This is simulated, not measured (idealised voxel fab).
A process module follows: voxel self aligned vias.
Cross-sectional view cut (width: 205 nm; square cell size: 5 nm).
Cross-section, as written here: a square-cell grid given band by band from the top down, where a band holds one or more rows of cells.
Per band: top height and bottom height in nm, followed by the left-to-right materials and their widths in nm; "throughout" marks a single material spanning edge to edge, "empty" marks empty space.
Height datum 0, below which the as-received substrate wafer is one material. Lowest band open at the bottom, running downward: "from 0 down".
The notation "30 to 40" denotes a width that varies across the rows of cells in the band, beginning at the first number in the top row, finishing at the second number in the bottom row, and changing by an identical amount from each row to the next.
Any step labelled "remained the same" changed none of the cells in the cross-section.
The entry "Closed void inventory" lists the empty spaces that cover at least 8 cells and have no open path to the top. Each is written as width x height at distance, where the distance is measured from the left edge and all three values are in nm.
Anything after a step's settings on that line? It's the simulator's own note about the step.
You can add "overlay nm" to a step's line. For a step with a mask, it describes how far the mask lay to the right of its planned position, and a negative number describes a lay to the left.

The steps planned for the process are as follows
- 1: RECEIVE (material Si)
- 2: CONFORMAL_DEP (material SiO2; thk nm 10)
- 3: CONFORMAL_DEP (material SiCN; thk nm 5)
- 4: DIRECTIONAL_DEP (material lowk; thk nm 30)
- 5: MASKED_ETCH (tone open; mask id LINES; width nm 20; pitch nm 50; etch materials lowk; depth nm 30; overlay nm 0)
- 6: CONFORMAL_DEP (material TiN; thk nm 5)
- 7: FILL_DEP (material W; thk nm 10)
- 8: CMP (height nm 45)
- 9: SELECTIVE_ETCH (etch materials W Ru TiN; depth nm 5)
- 10: FILL_DEP (material SiN; thk nm 10)
- 11: CMP (height nm 45)
- 12: DIRECTIONAL_DEP (material lowk; thk nm 20)
- 13: MASKED_ETCH (tone open; mask id VIAS; width nm 30; pitch nm 50; etch materials lowk; depth nm 20; overlay nm 0)
- 14: MASKED_ETCH (tone open; mask id VIAS; width nm 30; pitch nm 50; etch materials SiN; depth nm 5; overlay nm 0)
- 15: CONFORMAL_DEP (material TiN; thk nm 5)
- 16: FILL_DEP (material Cu; thk nm 10)
- 17: CMP (height nm 65)
- 18: CONFORMAL_DEP (material SiN; thk nm 5)

So this is the incoming wafer in cross-section - it's already been through step 1
* from 0 down: Si throughout
* Closed void inventory: none

Cross-section, first of two wafers, end of module, run as planned
* from 70 to 65: SiN throughout
* from 65 to 50: lowk=60 | TiN=5 | Cu=20 | TiN=5 | lowk=20 | TiN=5 | Cu=20 | TiN=5 | lowk=65
* from 50 to 45: lowk=60 | TiN=10 | Cu=10 | TiN=10 | lowk=20 | TiN=10 | Cu=10 | TiN=10 | lowk=65
* from 45 to 40: lowk=65 | TiN=20 | lowk=30 | TiN=20 | lowk=70
* from 40 to 20: lowk=65 | TiN=5 | W=10 | TiN=5 | lowk=30 | TiN=5 | W=10 | TiN=5 | lowk=70
* from 20 to 15: lowk=65 | TiN=20 | lowk=30 | TiN=20 | lowk=70
* from 15 to 10: SiCN throughout
* from 10 to 0: SiO2 throughout
* from 0 down: Si throughout
* Closed void inventory: none

End of module, second wafer, cross-section. Started like the first, planned like the first, run with one mistake
* from 70 to 65: SiN throughout
* from 65 to 50: lowk=60 | TiN=5 | Cu=20 | TiN=5 | lowk=20 | TiN=5 | Cu=20 | TiN=5 | lowk=65
* from 50 to 45: lowk=60 | TiN=10 | Cu=10 | TiN=10 | lowk=20 | TiN=10 | Cu=10 | TiN=10 | lowk=65
* from 45 to 40: lowk=65 | TiN=20 | lowk=30 | TiN=20 | lowk=70
* from 40 to 20: lowk=65 | TiN=5 | W=10 | TiN=5 | lowk=30 | TiN=5 | W=10 | TiN=5 | lowk=70
* from 20 to 15: lowk=65 | TiN=20 | lowk=30 | TiN=20 | lowk=70
* from 15 to 5: SiO2 throughout
* from 5 to 0: SiCN throughout
* from 0 down: Si throughout
* Closed void inventory: none
Deviation from plan: swap of plan steps 2 and 3 during execution
At the end, each material covers as many cells on the second wafer as it does on the first, though the cells it covers are elsewhere.
